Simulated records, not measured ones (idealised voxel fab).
process module | voxel tone inversion
cross-section cut | 190 nm wide | cells 5 nm
A cross-section is a grid of square cells, given in bands from the top down. A band is one or more rows of cells.
Each band's line starts with the height of the band's top and of its bottom, in nm. Then come its materials from left to right, each with its width in nm. One material with "throughout" fills the band from edge to edge. "air" is empty space.
Height 0 is the level under which the wafer as received is all one material. The lowest band goes on downwards, as in "0 down".
A width such as "30 to 40" changes by the same amount from each row of cells to the next, from the band's top row to its bottom row.
"no change" after a step means that no cell of the cross-section changed.
closed voids: empty space of 8 cells or more with no open way to the top, each as width x height at its distance from the left edge, in nm
after a step's settings: what the simulator itself notes on the step
overlay nm, on a step with a mask: how far to the right of its planned place the mask lay; to the left if negative
plan
1 op RECEIVE | material Si
2 op CONFORMAL_DEP | material SiN | thk nm 5
3 op DIRECTIONAL_DEP | material aC | thk nm 20
4 op PATTERN | tone cover | mask id POSTS | material resist | width nm 25 | pitch nm 50 | thk nm 30 | overlay nm 0
5 op DIRECTIONAL_ETCH | etch materials aC | depth nm 20
6 op STRIP | etch materials resist
7 op FILL_DEP | material lowk | thk nm 10
8 op CMP | height nm 25
9 op STRIP | etch materials aC
10 op CONFORMAL_DEP | material TiN | thk nm 5
11 op FILL_DEP | material W | thk nm 10
12 op CMP | height nm 25
13 op CONFORMAL_DEP | material SiCN | thk nm 5
as received, after step 1
  0 down: Si throughout
  closed voids: none
first wafer at the end, as planned
  30 to 25: SiCN throughout
  25 to 10: lowk 55 | TiN 5 | W 15 | TiN 5 | lowk 25 | TiN 5 | W 15 | TiN 5 | lowk 60
  10 to 5: lowk 55 | TiN 25 | lowk 25 | TiN 25 | lowk 60
  5 to 0: SiN throughout
  0 down: Si throughout
  closed voids: none
second wafer at the end: like start, like plan, one mistake
  30 to 25: SiCN throughout
  25 to 10: lowk 60 | TiN 5 | W 10 | TiN 5 | lowk 30 | TiN 5 | W 10 | TiN 5 | lowk 60
  10 to 5: lowk 60 | TiN 20 | lowk 30 | TiN 20 | lowk 60
  5 to 0: SiN throughout
  0 down: Si throughout
  closed voids: none
what went wrong: step 4 ran as: op PATTERN | tone cover | mask id POSTS | material resist | width nm 20 | pitch nm 50 | thk nm 30 | overlay nm 0
at the end the second wafer has, in cells: 2 fewer of TiN | 6 fewer of W | 8 more of lowk
